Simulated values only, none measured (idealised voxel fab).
Process module under the name voxel self aligned contacts
Cross-section cut spans 280 nm and uses square cells 5 nm in size.
Cross-section spec: square-cell grid; bands listed top down; each band is one or more rows. Band entry format. Leading values: height of top, height of bottom, nm. Remainder: materials in left-to-right order, each with its width in nm. Special words: "full width" on a single material, which then fills the band edge to edge; "air", empty space. For the purposes of this specification, 0 denotes the height below which the wafer in its as-received condition is composed wholly of one material, and the lowermost band, lacking a lower limit, extends downward without end, as expressed in "0 nm and below". A two-number width, for instance "30->40", indicates that the width is equal to the first number in the top row of the band and to the second number in the bottom row, and that it changes by a constant amount per row of cells. "remained the same", as given for a step, is the statement that not any cell of the cross-section underwent a change during that step. Each empty space that has no open way to the top and spans at least 8 cells appears under "Closed cavities" as width x height at distance, the distance counted from the left edge, all in nm. Post-settings text on a step line: simulator's own remark regarding the step. You can add "overlay nm" to a step's line. For a step with a mask, it describes how far the mask lay to the right of its planned position, and a negative number describes a lay to the left.
THE PLANNED PROCESS STEPS ARE ENUMERATED HEREUNDER
- 1: RECEIVE, material Si
- 2: CONFORMAL_DEP, material SiO2, thk nm 5
- 3: DIRECTIONAL_DEP, material polySi, thk nm 20
- 4: DIRECTIONAL_DEP, material SiN, thk nm 20
- 5: MASKED_ETCH, tone cover, mask id GATE, width nm 30, pitch nm 65, etch materials SiN, depth nm 20, overlay nm 0
- 6: MASKED_ETCH, tone cover, mask id GATE, width nm 30, pitch nm 65, etch materials polySi, depth nm 20, overlay nm 0
- 7: CONFORMAL_DEP, material SiN, thk nm 10
- 8: DIRECTIONAL_ETCH, etch materials SiN, depth nm 10
- 9: FILL_DEP, material SiO2, thk nm 15
- 10: CMP, height nm 50
- 11: PATTERN, tone open, mask id CONTACT, material resist, width nm 45, pitch nm 65, thk nm 15, overlay nm 0
- 12: DIRECTIONAL_ETCH, etch materials SiO2, depth nm 50
- 13: STRIP, etch materials resist
- 14: CONFORMAL_DEP, material TiN, thk nm 5
- 15: FILL_DEP, material Ru, thk nm 10
- 16: CMP, height nm 50
- 17: CONFORMAL_DEP, material SiN, thk nm 5
RECEIVED-STATE CROSS-SECTION, REFLECTING COMPLETION OF STEP 1
> 0 nm and below: Si full width
> Closed cavities: none
FIRST OF TWO WAFERS, END-OF-MODULE SECTION, RUN FOLLOWED PLAN
> 55 nm to 50 nm: SiN full width
> 50 nm to 45 nm: SiO2 85  TiN 20  Ru 5  TiN 20  SiO2 20  TiN 20  Ru 5  TiN 20  SiO2 85
> 45 nm to 25 nm: SiO2 50  SiN 50  TiN 5  Ru 5  TiN 5  SiN 50  TiN 5  Ru 5  TiN 5  SiN 50  SiO2 50
> 25 nm to 5 nm: SiO2 50  SiN 10  polySi 30  SiN 10  TiN 5  Ru 5  TiN 5  SiN 10  polySi 30  SiN 10  TiN 5  Ru 5  TiN 5  SiN 10  polySi 30  SiN 10  SiO2 50
> 5 nm to 0 nm: SiO2 100  TiN 15  SiO2 50  TiN 15  SiO2 100
> 0 nm and below: Si full width
> Closed cavities: none
SO THIS IS WAFER NUMBER TWO OF THE TWO, CUT AT THE END OF THE MODULE - IT STARTED WHERE THE FIRST DID AND HAD THE SAME PLAN, WE JUST GOT ONE THING WRONG RUNNING IT
> 55 nm to 50 nm: SiN full width
> 50 nm to 45 nm: SiO2 95  TiN 10  Ru 5  TiN 30  SiO2 20  TiN 10  Ru 5  TiN 30  SiO2 75
> 45 nm to 25 nm: SiO2 50  SiN 50  TiN 5  Ru 5  TiN 5  SiN 50  TiN 5  Ru 5  TiN 5  SiN 50  SiO2 50
> 25 nm to 5 nm: SiO2 50  SiN 10  polySi 30  SiN 10  TiN 5  Ru 5  TiN 5  SiN 10  polySi 30  SiN 10  TiN 5  Ru 5  TiN 5  SiN 10  polySi 30  SiN 10  SiO2 50
> 5 nm to 0 nm: SiO2 100  TiN 15  SiO2 50  TiN 15  SiO2 100
> 0 nm and below: Si full width
> Closed cavities: none
Error vs. plan: step 11 ran as: PATTERN, tone open, mask id CONTACT, material resist, width nm 45, pitch nm 65, thk nm 15, overlay nm 10
Upon completion, the cell count for each material on the second wafer equals that on the first, whereas the spatial distribution of those cells differs.
